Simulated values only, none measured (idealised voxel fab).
voxel released beams: a process module
It is cross-section cut that appears here, measuring 295 nm in width, its square cells being 5 nm in size.
In this document a cross-section is written as a grid of square cells. It is given as a series of bands, listed from the top down, and a band is one or more rows of cells. First you get the band's top height and its bottom height, in nm, and then the materials it's made of, left to right, with each width in nm. If you see a single material with "throughout", that one covers the band edge to edge. "blank" is empty space. The level at which height equals 0 is the one under which the wafer, as it arrives, is entirely one material. No lower edge exists for the bottom band, which continues downward and is notated as in "from 0 down". Per-row width for "30->40": begins at first number (top row of band), ends at second number (bottom row), increment between rows held constant. The designation "no modifications", where it is given for a processing step, indicates that no cell of the cross-section was altered in the course of that step. Basically, "Closed internal cavities" tells you about the enclosed voids: empty spaces with no open way to the top, 8 cells or bigger, each written width x height at distance, where distance is from the left edge, all in nm. The remark found on a step's line after its settings is issued by the simulator itself and pertains to that step. overlay nm: mask right of planned place by this much (step with mask). Neg. = left.

[Here's what the planned process steps look like]
step 1: RECEIVE (material Si)
step 2: CONFORMAL_DEP (material SiN; thk nm 5)
step 3: DIRECTIONAL_DEP (material SiO2; thk nm 10)
step 4: PATTERN (tone open; mask id ANCHOR; material resist; width nm 40; thk nm 20; overlay nm 0)
step 5: DIRECTIONAL_ETCH (etch materials SiO2; depth nm 10)
step 6: STRIP (etch materials resist)
step 7: CONFORMAL_DEP (material TiN; thk nm 15)
step 8: DIRECTIONAL_DEP (material aC; thk nm 10)
step 9: PATTERN (tone cover; mask id BEAM; material resist; width nm 120; thk nm 25; overlay nm 0)
step 10: DIRECTIONAL_ETCH (etch materials aC; depth nm 10)
step 11: STRIP (etch materials resist)
step 12: DIRECTIONAL_ETCH (etch materials TiN; depth nm 15)
step 13: STRIP (etch materials aC)
step 14: STRIP (etch materials SiO2)

[Cross-section of the incoming wafer, state after step 1]
	from 0 down | Si throughout
	Closed internal cavities: none

[Final wafer profile in cross-section after the module, from the same start and plan as above, with one mistake made during processing]
	from 30 to 15 | blank: 85 / TiN: 120 / blank: 90
	from 15 to 10 | SiN throughout
	from 10 to 0 | SiO2 throughout
	from 0 down | Si throughout
	Closed internal cavities: none
Nonconformance to the process plan: deviation from plan: step 3 and step 2 executed in one another's positions
